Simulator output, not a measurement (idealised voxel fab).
process module | voxel self aligned vias
cross-section cut | 235 nm wide | cells 5 nm
A cross-section is a grid of square cells, given in bands from the top down. A band is one or more rows of cells.
Each band's line starts with the height of the band's top and of its bottom, in nm. Then come its materials from left to right, each with its width in nm. One material with "throughout" fills the band from edge to edge. "air" is empty space.
Height 0 is the level under which the wafer as received is all one material. The lowest band goes on downwards, as in "0 down".
A width such as "30 to 40" changes by the same amount from each row of cells to the next, from the band's top row to its bottom row.
"no change" after a step means that no cell of the cross-section changed.
closed voids: empty space of 8 cells or more with no open way to the top, each as width x height at its distance from the left edge, in nm
after a step's settings: what the simulator itself notes on the step
overlay nm, on a step with a mask: how far to the right of its planned place the mask lay; to the left if negative
plan
1 op RECEIVE | material Si
2 op CONFORMAL_DEP | material SiO2 | thk nm 15
3 op CONFORMAL_DEP | material SiCN | thk nm 5
4 op DIRECTIONAL_DEP | material SiO2 | thk nm 30
5 op MASKED_ETCH | tone open | mask id LINES | width nm 30 | pitch nm 65 | etch materials SiO2 | depth nm 30 | overlay nm 0
6 op CONFORMAL_DEP | material TiN | thk nm 5
7 op FILL_DEP | material Ru | thk nm 10
8 op CMP | height nm 50
9 op SELECTIVE_ETCH | etch materials W Ru TiN | depth nm 5
10 op FILL_DEP | material SiN | thk nm 5
11 op CMP | height nm 50
12 op DIRECTIONAL_DEP | material SiO2 | thk nm 20
13 op DIRECTIONAL_DEP | material aC | thk nm 10
14 op PATTERN | tone open | mask id VIAS | material resist | width nm 40 | pitch nm 65 | thk nm 25 | overlay nm 0
15 op DIRECTIONAL_ETCH | etch materials aC | depth nm 10
16 op STRIP | etch materials resist
17 op DIRECTIONAL_ETCH | etch materials SiO2 | depth nm 20
18 op DIRECTIONAL_ETCH | etch materials SiN | depth nm 5
19 op STRIP | etch materials aC
20 op CONFORMAL_DEP | material TiN | thk nm 5
21 op FILL_DEP | material W | thk nm 5
22 op CMP | height nm 70
23 op CONFORMAL_DEP | material SiN | thk nm 5
first wafer, as planned
as received, after step 1
  0 down: Si throughout
  closed voids: none
after step 2
  15 to 0: SiO2 throughout
  below 0: unchanged
after step 3
  20 to 15: SiCN throughout
  below 15: unchanged
after step 4
  50 to 20: SiO2 throughout
  below 20: unchanged
after step 5
  50 to 20: SiO2 70 | air 30 | SiO2 35 | air 30 | SiO2 70
  below 20: unchanged
after step 6
  55 to 50: TiN 75 | air 20 | TiN 45 | air 20 | TiN 75
  50 to 25: SiO2 70 | TiN 5 | air 20 | TiN 5 | SiO2 35 | TiN 5 | air 20 | TiN 5 | SiO2 70
  25 to 20: SiO2 70 | TiN 30 | SiO2 35 | TiN 30 | SiO2 70
  below 20: unchanged
after step 7
  65 to 55: Ru throughout
  55 to 50: TiN 75 | Ru 20 | TiN 45 | Ru 20 | TiN 75
  50 to 25: SiO2 70 | TiN 5 | Ru 20 | TiN 5 | SiO2 35 | TiN 5 | Ru 20 | TiN 5 | SiO2 70
  below 25: unchanged
after step 8
  50 to 25: SiO2 70 | TiN 5 | Ru 20 | TiN 5 | SiO2 35 | TiN 5 | Ru 20 | TiN 5 | SiO2 70
  below 25: unchanged
after step 9
  50 to 45: SiO2 70 | air 30 | SiO2 35 | air 30 | SiO2 70
  below 45: unchanged
after step 10
  55 to 50: SiN throughout
  50 to 45: SiO2 70 | SiN 30 | SiO2 35 | SiN 30 | SiO2 70
  below 45: unchanged
after step 11
  50 to 45: SiO2 70 | SiN 30 | SiO2 35 | SiN 30 | SiO2 70
  below 45: unchanged
after step 12
  70 to 50: SiO2 throughout
  below 50: unchanged
after step 13
  80 to 70: aC throughout
  below 70: unchanged
after step 14
  105 to 80: resist 65 | air 40 | resist 25 | air 40 | resist 65
  below 80: unchanged
after step 15
  95 to 80: resist 65 | air 40 | resist 25 | air 40 | resist 65
  80 to 70: aC 65 | air 40 | aC 25 | air 40 | aC 65
  below 70: unchanged
after step 16
  80 to 70: aC 65 | air 40 | aC 25 | air 40 | aC 65
  below 70: unchanged
after step 17
  80 to 70: aC 65 | air 40 | aC 25 | air 40 | aC 65
  70 to 50: SiO2 65 | air 40 | SiO2 25 | air 40 | SiO2 65
  below 50: unchanged
after step 18
  80 to 70: aC 65 | air 40 | aC 25 | air 40 | aC 65
  70 to 50: SiO2 65 | air 40 | SiO2 25 | air 40 | SiO2 65
  50 to 45: SiO2 70 | air 30 | SiO2 35 | air 30 | SiO2 70
  below 45: unchanged
after step 19
  70 to 50: SiO2 65 | air 40 | SiO2 25 | air 40 | SiO2 65
  below 50: unchanged
after step 20
  75 to 70: TiN 70 | air 30 | TiN 35 | air 30 | TiN 70
  70 to 55: SiO2 65 | TiN 5 | air 30 | TiN 5 | SiO2 25 | TiN 5 | air 30 | TiN 5 | SiO2 65
  55 to 50: SiO2 65 | TiN 10 | air 20 | TiN 10 | SiO2 25 | TiN 10 | air 20 | TiN 10 | SiO2 65
  50 to 45: SiO2 70 | TiN 30 | SiO2 35 | TiN 30 | SiO2 70
  below 45: unchanged
after step 21
  80 to 75: W throughout
  75 to 70: TiN 70 | W 30 | TiN 35 | W 30 | TiN 70
  70 to 55: SiO2 65 | TiN 5 | W 30 | TiN 5 | SiO2 25 | TiN 5 | W 30 | TiN 5 | SiO2 65
  55 to 50: SiO2 65 | TiN 10 | W 20 | TiN 10 | SiO2 25 | TiN 10 | W 20 | TiN 10 | SiO2 65
  below 50: unchanged
after step 22
  70 to 55: SiO2 65 | TiN 5 | W 30 | TiN 5 | SiO2 25 | TiN 5 | W 30 | TiN 5 | SiO2 65
  below 55: unchanged
after step 23
  75 to 70: SiN throughout
  below 70: unchanged
second wafer: like start, like plan, one mistake. Through step 7 it matches the first wafer
when step 8 should have ended
  45 to 25: SiO2 70 | TiN 5 | Ru 20 | TiN 5 | SiO2 35 | TiN 5 | Ru 20 | TiN 5 | SiO2 70
  below 25: unchanged
when step 9 should have ended
  45 to 40: SiO2 70 | air 30 | SiO2 35 | air 30 | SiO2 70
  below 40: unchanged
when step 10 should have ended
  50 to 45: SiN throughout
  45 to 40: SiO2 70 | SiN 30 | SiO2 35 | SiN 30 | SiO2 70
  below 40: unchanged
when step 11 should have ended: no change
when step 12 should have ended
  70 to 50: SiO2 throughout
  below 50: unchanged
when step 13 should have ended
  80 to 70: aC throughout
  below 70: unchanged
when step 14 should have ended
  105 to 80: resist 65 | air 40 | resist 25 | air 40 | resist 65
  below 80: unchanged
when step 15 should have ended
  95 to 80: resist 65 | air 40 | resist 25 | air 40 | resist 65
  80 to 70: aC 65 | air 40 | aC 25 | air 40 | aC 65
  below 70: unchanged
when step 16 should have ended
  80 to 70: aC 65 | air 40 | aC 25 | air 40 | aC 65
  below 70: unchanged
when step 17 should have ended
  80 to 70: aC 65 | air 40 | aC 25 | air 40 | aC 65
  70 to 50: SiO2 65 | air 40 | SiO2 25 | air 40 | SiO2 65
  below 50: unchanged
when step 18 should have ended
  80 to 70: aC 65 | air 40 | aC 25 | air 40 | aC 65
  70 to 50: SiO2 65 | air 40 | SiO2 25 | air 40 | SiO2 65
  50 to 45: SiN 65 | air 40 | SiN 25 | air 40 | SiN 65
  below 45: unchanged
when step 19 should have ended
  70 to 50: SiO2 65 | air 40 | SiO2 25 | air 40 | SiO2 65
  below 50: unchanged
when step 20 should have ended
  75 to 70: TiN 70 | air 30 | TiN 35 | air 30 | TiN 70
  70 to 50: SiO2 65 | TiN 5 | air 30 | TiN 5 | SiO2 25 | TiN 5 | air 30 | TiN 5 | SiO2 65
  50 to 45: SiN 65 | TiN 40 | SiN 25 | TiN 40 | SiN 65
  below 45: unchanged
when step 21 should have ended
  80 to 75: W throughout
  75 to 70: TiN 70 | W 30 | TiN 35 | W 30 | TiN 70
  70 to 50: SiO2 65 | TiN 5 | W 30 | TiN 5 | SiO2 25 | TiN 5 | W 30 | TiN 5 | SiO2 65
  below 50: unchanged
when step 22 should have ended
  70 to 50: SiO2 65 | TiN 5 | W 30 | TiN 5 | SiO2 25 | TiN 5 | W 30 | TiN 5 | SiO2 65
  below 50: unchanged
when step 23 should have ended
  75 to 70: SiN throughout
  below 70: unchanged
what went wrong: step 8 ran as: op CMP | height nm 45
at the end the second wafer has, in cells: 8 fewer of Ru | 43 more of SiN | 35 fewer of SiO2 | 4 fewer of TiN | 4 more of W
